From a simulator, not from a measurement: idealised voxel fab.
Process module under the name voxel self aligned contacts
265 nm wide, 5 nm square cells: that's cross-section cut.
Think of the cross-section as a grid of square cells. We describe it in bands, top to bottom, and each band covers one or more rows of those cells.
Per band: top height and bottom height in nm, followed by the left-to-right materials and their widths in nm; "all across" marks a single material spanning edge to edge, "air" marks empty space.
Basically, 0 is our baseline, since under it the wafer straight out of the box is all one material. The bottom band has no lower end and keeps on going down, so it looks like "0..down".
Per-row width for "30->40": begins at first number (top row of band), ends at second number (bottom row), increment between rows held constant.
"nothing altered" for a step: no cell of the cross-section changed in that step.
Entry "Closed void list" = empty spaces >= 8 cells with no open way to the top; each as width x height at distance, distance from left edge, all nm.
Heads up: the bit after the settings on a step's line is the simulator's remark on that step.
"overlay nm" on a masked step: distance the mask lay right of its planned place, negative for left.
The planned process steps are enumerated hereunder
1: RECEIVE,material Si
2: OXIDIZE,depth nm 5
3: DIRECTIONAL_DEP,material polySi,thk nm 30
4: DIRECTIONAL_DEP,material SiN,thk nm 15
5: PATTERN,tone cover,mask id GATE,material resist,width nm 25,pitch nm 60,thk nm 20,overlay nm 0
6: DIRECTIONAL_ETCH,etch materials SiN,depth nm 15
7: DIRECTIONAL_ETCH,etch materials polySi,depth nm 30
8: STRIP,etch materials resist
9: CONFORMAL_DEP,material SiN,thk nm 5
10: DIRECTIONAL_ETCH,etch materials SiN,depth nm 5
11: FILL_DEP,material SiO2,thk nm 15
12: CMP,height nm 55
13: MASKED_ETCH,tone open,mask id CONTACT,width nm 45,pitch nm 60,etch materials SiO2,depth nm 60,overlay nm 0
14: CONFORMAL_DEP,material TiN,thk nm 5
15: FILL_DEP,material Ru,thk nm 5
16: CMP,height nm 55
17: CONFORMAL_DEP,material SiCN,thk nm 5
The first of a set of two wafers, run to plan
Cross-section of the wafer as it came to us, i.e., already through step 1
    0..down | Si all across
    Closed void list: none
Cross-sectional representation of the wafer at the conclusion of step 2
    0..-5 | SiO2 all across
    Rest of section, below -5: as before.
Cross-sectional representation of the wafer at the conclusion of step 3
    30..0 | polySi all across
    Rest of section, below 0: as before.
Cross-sectional representation of the wafer at the conclusion of step 4
    45..30 | SiN all across
    Rest of section, below 30: as before.
Cross-sectional representation of the wafer at the conclusion of step 5
    65..45 | air=60 | resist=25 | air=35 | resist=25 | air=35 | resist=25 | air=60
    Rest of section, below 45: as before.
Cross-sectional representation of the wafer at the conclusion of step 6
    65..45 | air=60 | resist=25 | air=35 | resist=25 | air=35 | resist=25 | air=60
    45..30 | air=60 | SiN=25 | air=35 | SiN=25 | air=35 | SiN=25 | air=60
    Rest of section, below 30: as before.
Cross-sectional representation of the wafer at the conclusion of step 7
    65..45 | air=60 | resist=25 | air=35 | resist=25 | air=35 | resist=25 | air=60
    45..30 | air=60 | SiN=25 | air=35 | SiN=25 | air=35 | SiN=25 | air=60
    30..0 | air=60 | polySi=25 | air=35 | polySi=25 | air=35 | polySi=25 | air=60
    Rest of section, below 0: as before.
Cross-sectional representation of the wafer at the conclusion of step 8
    45..30 | air=60 | SiN=25 | air=35 | SiN=25 | air=35 | SiN=25 | air=60
    Rest of section, below 30: as before.
Cross-sectional representation of the wafer at the conclusion of step 9
    50..30 | air=55 | SiN=35 | air=25 | SiN=35 | air=25 | SiN=35 | air=55
    30..5 | air=55 | SiN=5 | polySi=25 | SiN=5 | air=25 | SiN=5 | polySi=25 | SiN=5 | air=25 | SiN=5 | polySi=25 | SiN=5 | air=55
    5..0 | SiN=60 | polySi=25 | SiN=35 | polySi=25 | SiN=35 | polySi=25 | SiN=60
    Rest of section, below 0: as before.
Cross-sectional representation of the wafer at the conclusion of step 10
    45..30 | air=55 | SiN=35 | air=25 | SiN=35 | air=25 | SiN=35 | air=55
    30..0 | air=55 | SiN=5 | polySi=25 | SiN=5 | air=25 | SiN=5 | polySi=25 | SiN=5 | air=25 | SiN=5 | polySi=25 | SiN=5 | air=55
    Rest of section, below 0: as before.
Cross-sectional representation of the wafer at the conclusion of step 11
    60..45 | SiO2 all across
    45..30 | SiO2=55 | SiN=35 | SiO2=25 | SiN=35 | SiO2=25 | SiN=35 | SiO2=55
    30..0 | SiO2=55 | SiN=5 | polySi=25 | SiN=5 | SiO2=25 | SiN=5 | polySi=25 | SiN=5 | SiO2=25 | SiN=5 | polySi=25 | SiN=5 | SiO2=55
    Rest of section, below 0: as before.
Cross-sectional representation of the wafer at the conclusion of step 12
    55..45 | SiO2 all across
    Rest of section, below 45: as before.
Cross-sectional representation of the wafer at the conclusion of step 13
    55..45 | SiO2=80 | air=45 | SiO2=15 | air=45 | SiO2=80
    45..30 | SiO2=55 | SiN=35 | air=25 | SiN=35 | air=25 | SiN=35 | SiO2=55
    30..0 | SiO2=55 | SiN=5 | polySi=25 | SiN=5 | air=25 | SiN=5 | polySi=25 | SiN=5 | air=25 | SiN=5 | polySi=25 | SiN=5 | SiO2=55
    0..-5 | SiO2=90 | air=25 | SiO2=35 | air=25 | SiO2=90
    Rest of section, below -5: as before.
Cross-sectional representation of the wafer at the conclusion of step 14
    60..55 | TiN=85 | air=35 | TiN=25 | air=35 | TiN=85
    55..45 | SiO2=80 | TiN=5->15 | air=35->15 | TiN=5->15 | SiO2=15 | TiN=5->15 | air=35->15 | TiN=5->15 | SiO2=80
    45..30 | SiO2=55 | SiN=35 | TiN=5 | air=15 | TiN=5 | SiN=35 | TiN=5 | air=15 | TiN=5 | SiN=35 | SiO2=55
    30..0 | SiO2=55 | SiN=5 | polySi=25 | SiN=5 | TiN=5 | air=15 | TiN=5 | SiN=5 | polySi=25 | SiN=5 | TiN=5 | air=15 | TiN=5 | SiN=5 | polySi=25 | SiN=5 | SiO2=55
    0..-5 | SiO2=90 | TiN=25 | SiO2=35 | TiN=25 | SiO2=90
    Rest of section, below -5: as before.
Cross-sectional representation of the wafer at the conclusion of step 15
    65..60 | Ru all across
    60..55 | TiN=85 | Ru=35 | TiN=25 | Ru=35 | TiN=85
    55..45 | SiO2=80 | TiN=5->15 | Ru=35->15 | TiN=5->15 | SiO2=15 | TiN=5->15 | Ru=35->15 | TiN=5->15 | SiO2=80
    45..30 | SiO2=55 | SiN=35 | TiN=5 | Ru=15 | TiN=5 | SiN=35 | TiN=5 | Ru=15 | TiN=5 | SiN=35 | SiO2=55
    30..0 | SiO2=55 | SiN=5 | polySi=25 | SiN=5 | TiN=5 | Ru=15 | TiN=5 | SiN=5 | polySi=25 | SiN=5 | TiN=5 | Ru=15 | TiN=5 | SiN=5 | polySi=25 | SiN=5 | SiO2=55
    Rest of section, below 0: as before.
Cross-sectional representation of the wafer at the conclusion of step 16
    55..45 | SiO2=80 | TiN=5->15 | Ru=35->15 | TiN=5->15 | SiO2=15 | TiN=5->15 | Ru=35->15 | TiN=5->15 | SiO2=80
    Rest of section, below 45: as before.
Cross-sectional representation of the wafer at the conclusion of step 17
    60..55 | SiCN all across
    Rest of section, below 55: as before.
Second wafer: same start and same plan as the first, one execution error; identical to the first through step 4
Second wafer shown in cross-section at the time step 5 was slated to end
    65..45 | air=70 | resist=25 | air=35 | resist=25 | air=35 | resist=25 | air=50
    Rest of section, below 45: as before.
Second wafer shown in cross-section at the time step 6 was slated to end
    65..45 | air=70 | resist=25 | air=35 | resist=25 | air=35 | resist=25 | air=50
    45..30 | air=70 | SiN=25 | air=35 | SiN=25 | air=35 | SiN=25 | air=50
    Rest of section, below 30: as before.
Second wafer shown in cross-section at the time step 7 was slated to end
    65..45 | air=70 | resist=25 | air=35 | resist=25 | air=35 | resist=25 | air=50
    45..30 | air=70 | SiN=25 | air=35 | SiN=25 | air=35 | SiN=25 | air=50
    30..0 | air=70 | polySi=25 | air=35 | polySi=25 | air=35 | polySi=25 | air=50
    Rest of section, below 0: as before.
Second wafer shown in cross-section at the time step 8 was slated to end
    45..30 | air=70 | SiN=25 | air=35 | SiN=25 | air=35 | SiN=25 | air=50
    Rest of section, below 30: as before.
Second wafer shown in cross-section at the time step 9 was slated to end
    50..30 | air=65 | SiN=35 | air=25 | SiN=35 | air=25 | SiN=35 | air=45
    30..5 | air=65 | SiN=5 | polySi=25 | SiN=5 | air=25 | SiN=5 | polySi=25 | SiN=5 | air=25 | SiN=5 | polySi=25 | SiN=5 | air=45
    5..0 | SiN=70 | polySi=25 | SiN=35 | polySi=25 | SiN=35 | polySi=25 | SiN=50
    Rest of section, below 0: as before.
Second wafer shown in cross-section at the time step 10 was slated to end
    45..30 | air=65 | SiN=35 | air=25 | SiN=35 | air=25 | SiN=35 | air=45
    30..0 | air=65 | SiN=5 | polySi=25 | SiN=5 | air=25 | SiN=5 | polySi=25 | SiN=5 | air=25 | SiN=5 | polySi=25 | SiN=5 | air=45
    Rest of section, below 0: as before.
Second wafer shown in cross-section at the time step 11 was slated to end
    60..45 | SiO2 all across
    45..30 | SiO2=65 | SiN=35 | SiO2=25 | SiN=35 | SiO2=25 | SiN=35 | SiO2=45
    30..0 | SiO2=65 | SiN=5 | polySi=25 | SiN=5 | SiO2=25 | SiN=5 | polySi=25 | SiN=5 | SiO2=25 | SiN=5 | polySi=25 | SiN=5 | SiO2=45
    Rest of section, below 0: as before.
Second wafer shown in cross-section at the time step 12 was slated to end
    55..45 | SiO2 all across
    Rest of section, below 45: as before.
Second wafer shown in cross-section at the time step 13 was slated to end
    55..45 | SiO2=80 | air=45 | SiO2=15 | air=45 | SiO2=80
    45..30 | SiO2=65 | SiN=35 | air=25 | SiN=35 | air=25 | SiN=35 | SiO2=45
    30..0 | SiO2=65 | SiN=5 | polySi=25 | SiN=5 | air=25 | SiN=5 | polySi=25 | SiN=5 | air=25 | SiN=5 | polySi=25 | SiN=5 | SiO2=45
    0..-5 | SiO2=100 | air=25 | SiO2=35 | air=25 | SiO2=80
    Rest of section, below -5: as before.
Second wafer shown in cross-section at the time step 14 was slated to end
    60..55 | TiN=85 | air=35 | TiN=25 | air=35 | TiN=85
    55..45 | SiO2=80 | TiN=5->25 | air=35->15 | TiN=5 | SiO2=15 | TiN=5->25 | air=35->15 | TiN=5 | SiO2=80
    45..30 | SiO2=65 | SiN=35 | TiN=5 | air=15 | TiN=5 | SiN=35 | TiN=5 | air=15 | TiN=5 | SiN=35 | SiO2=45
    30..0 | SiO2=65 | SiN=5 | polySi=25 | SiN=5 | TiN=5 | air=15 | TiN=5 | SiN=5 | polySi=25 | SiN=5 | TiN=5 | air=15 | TiN=5 | SiN=5 | polySi=25 | SiN=5 | SiO2=45
    0..-5 | SiO2=100 | TiN=25 | SiO2=35 | TiN=25 | SiO2=80
    Rest of section, below -5: as before.
Second wafer shown in cross-section at the time step 15 was slated to end
    65..60 | Ru all across
    60..55 | TiN=85 | Ru=35 | TiN=25 | Ru=35 | TiN=85
    55..45 | SiO2=80 | TiN=5->25 | Ru=35->15 | TiN=5 | SiO2=15 | TiN=5->25 | Ru=35->15 | TiN=5 | SiO2=80
    45..30 | SiO2=65 | SiN=35 | TiN=5 | Ru=15 | TiN=5 | SiN=35 | TiN=5 | Ru=15 | TiN=5 | SiN=35 | SiO2=45
    30..0 | SiO2=65 | SiN=5 | polySi=25 | SiN=5 | TiN=5 | Ru=15 | TiN=5 | SiN=5 | polySi=25 | SiN=5 | TiN=5 | Ru=15 | TiN=5 | SiN=5 | polySi=25 | SiN=5 | SiO2=45
    Rest of section, below 0: as before.
Second wafer shown in cross-section at the time step 16 was slated to end
    55..45 | SiO2=80 | TiN=5->25 | Ru=35->15 | TiN=5 | SiO2=15 | TiN=5->25 | Ru=35->15 | TiN=5 | SiO2=80
    Rest of section, below 45: as before.
Second wafer shown in cross-section at the time step 17 was slated to end
    60..55 | SiCN all across
    Rest of section, below 55: as before.
The mistake made against the process plan was this: note that step 5 departed from the planned setting and was carried out as PATTERN,tone cover,mask id GATE,material resist,width nm 25,pitch nm 60,thk nm 20,overlay nm 10
If you tally the cells, the second wafer ends up with the same amount of every material as the first; it's all just sitting in different places.
